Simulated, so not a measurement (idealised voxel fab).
The process module that follows is named voxel plated lines.
It is cross-section cut that appears here, measuring 285 nm in width, its square cells being 5 nm in size.
Cross-section format: a grid of square cells, given as bands from top to bottom; each band is one or more rows of cells.
The band entry comprises the height of the band's top followed by the height of its bottom, expressed in nm, and subsequently the band's materials from left to right, each stated together with its width in nm. Where a single material is marked with the word "full width", that material fills the band from edge to edge. The word "empty" represents empty space.
Ref level 0: as-received wafer is one material below here. Bottom band extends down with no lower bound ("0 and below").
It should be noted that a width expressed as "30..40" varies in equal increments from row to row of cells within the band, taking the value of the first number at the top row and that of the second number at the bottom row.
"nothing changed" (step): cross-section cells unchanged, all of them.
Listed in "Trapped voids": every empty space of 8 or more cells without an open way to the top. Form: width x height at distance, the distance being from the left edge, all in nm.
On a step's line, text after the settings is the simulator commenting on that step.
overlay nm: where the mask lay relative to plan, measured to the right, on steps with a mask; negatives go left.
So here's the lineup of process steps we planned
1. op RECEIVE | material Si
2. op CONFORMAL_DEP | material SiN | thk nm 10
3. op DIRECTIONAL_DEP | material TiN | thk nm 5
4. op PATTERN | tone open | mask id LINES | material resist | width nm 30 | pitch nm 60 | thk nm 15 | overlay nm 0
5. op EPI | material Ru | thk nm 10
6. op STRIP | etch materials resist
7. op DIRECTIONAL_ETCH | etch materials TiN | depth nm 5
8. op CONFORMAL_DEP | material SiN | thk nm 10
Step 1 complete: cross-section of the wafer as received
	0 and below: Si full width
	Trapped voids: none
a wafer at the end: this start, this plan, one mistake
	35 down to 25: 95 nm empty  50 nm SiN  10 nm empty  50 nm SiN  80 nm empty
	25 down to 20: 95 nm empty  10 nm SiN  30 nm Ru  10 nm SiN  10 nm empty  10 nm SiN  30 nm Ru  10 nm SiN  80 nm empty
	20 down to 15: 105 nm SiN  30 nm Ru  30 nm SiN  30 nm Ru  90 nm SiN
	15 down to 10: 105 nm SiN  30 nm TiN  30 nm SiN  30 nm TiN  90 nm SiN
	10 down to 0: SiN full width
	0 and below: Si full width
	Trapped voids: none
Processing error: in deviation from the planned setting, step 4 was conducted as op PATTERN | tone open | mask id LINES | material resist | width nm 30 | pitch nm 60 | thk nm 15 | overlay nm 10
